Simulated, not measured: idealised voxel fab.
This is a process module. Its name is voxel self aligned contacts.
FYI the section here is cut, 225 nm wide, cells are 5 nm squares.
Cross-sections here: square-cell grids, written as top-down lists of bands, a band being one or more rows of cells. Band: top height; bottom height; in nm. Then, left to right: material with width in nm, for each material. "full width": a single material spanning edge to edge. "air": empty space. Zero point of the height axis is 0; under it, received wafer = one material. Lowest band: continues down indefinitely, "from 0 down". You'd read "30..40" like this: the band's top row of cells is as wide as the first number, its bottom row is as wide as the second, and going down, every row changes width by the same amount as the row before did. "nothing different" (step): cross-section cells unchanged, all of them. What "Enclosed void entries" gives you is every empty space of 8 cells or more that is cut off from the top. Each appears as width x height at distance, with the distance taken from the left edge and width, height and distance all in nm. What comes after the settings on a step's line is commentary from the simulator itself on that step. "overlay nm" denotes, for a step that has a mask, the displacement of the mask to the right of its planned place, with negative values corresponding to the left.

# Intended process steps
step 1: RECEIVE [material Si]
step 2: CONFORMAL_DEP [material SiO2] [thk nm 5]
step 3: DIRECTIONAL_DEP [material polySi] [thk nm 20]
step 4: DIRECTIONAL_DEP [material SiN] [thk nm 20]
step 5: PATTERN [tone cover] [mask id GATE] [material resist] [width nm 35] [pitch nm 65] [thk nm 15] [overlay nm 0]
step 6: DIRECTIONAL_ETCH [etch materials SiN] [depth nm 20]
step 7: DIRECTIONAL_ETCH [etch materials polySi] [depth nm 20]
step 8: STRIP [etch materials resist]
step 9: CONFORMAL_DEP [material SiN] [thk nm 5]
step 10: DIRECTIONAL_ETCH [etch materials SiN] [depth nm 5]
step 11: FILL_DEP [material SiO2] [thk nm 15]
step 12: CMP [height nm 50]
step 13: PATTERN [tone open] [mask id CONTACT] [material resist] [width nm 40] [thk nm 15] [overlay nm -15]
step 14: DIRECTIONAL_ETCH [etch materials SiO2] [depth nm 50]
step 15: STRIP [etch materials resist]
step 16: CONFORMAL_DEP [material TiN] [thk nm 5]
step 17: FILL_DEP [material Ru] [thk nm 10]
step 18: CMP [height nm 50]
step 19: CONFORMAL_DEP [material SiCN] [thk nm 5]
Heads up: all these wafers start the same, and what changes between them is the overlay nm in step 13. The value you see in the plan is just what the first wafer got.

# Step 1 complete: as-received cross-section of the first of several wafers
  from 0 down | Si full width
  Enclosed void entries: none

# Quick key for the table: a row per wafer, taken at the end of the module. For each material it tells you how many cells the wafer gained (+) or lost (-) since it came in, and the closed voids come after
overlay nm -15; +9 Ru; +45 SiCN; +88 SiN; +271 SiO2; +26 TiN; +56 polySi; Enclosed void entries: none
overlay nm -10; +18 Ru; +45 SiCN; +88 SiN; +262 SiO2; +26 TiN; +56 polySi; Enclosed void entries: none
overlay nm -5; +18 Ru; +45 SiCN; +88 SiN; +262 SiO2; +26 TiN; +56 polySi; Enclosed void entries: none
overlay nm 0; +18 Ru; +45 SiCN; +88 SiN; +262 SiO2; +26 TiN; +56 polySi; Enclosed void entries: none
overlay nm 5; +18 Ru; +45 SiCN; +88 SiN; +262 SiO2; +26 TiN; +56 polySi; Enclosed void entries: none
overlay nm 10; +18 Ru; +45 SiCN; +88 SiN; +262 SiO2; +26 TiN; +56 polySi; Enclosed void entries: none
overlay nm 15; +9 Ru; +45 SiCN; +88 SiN; +271 SiO2; +26 TiN; +56 polySi; Enclosed void entries: none
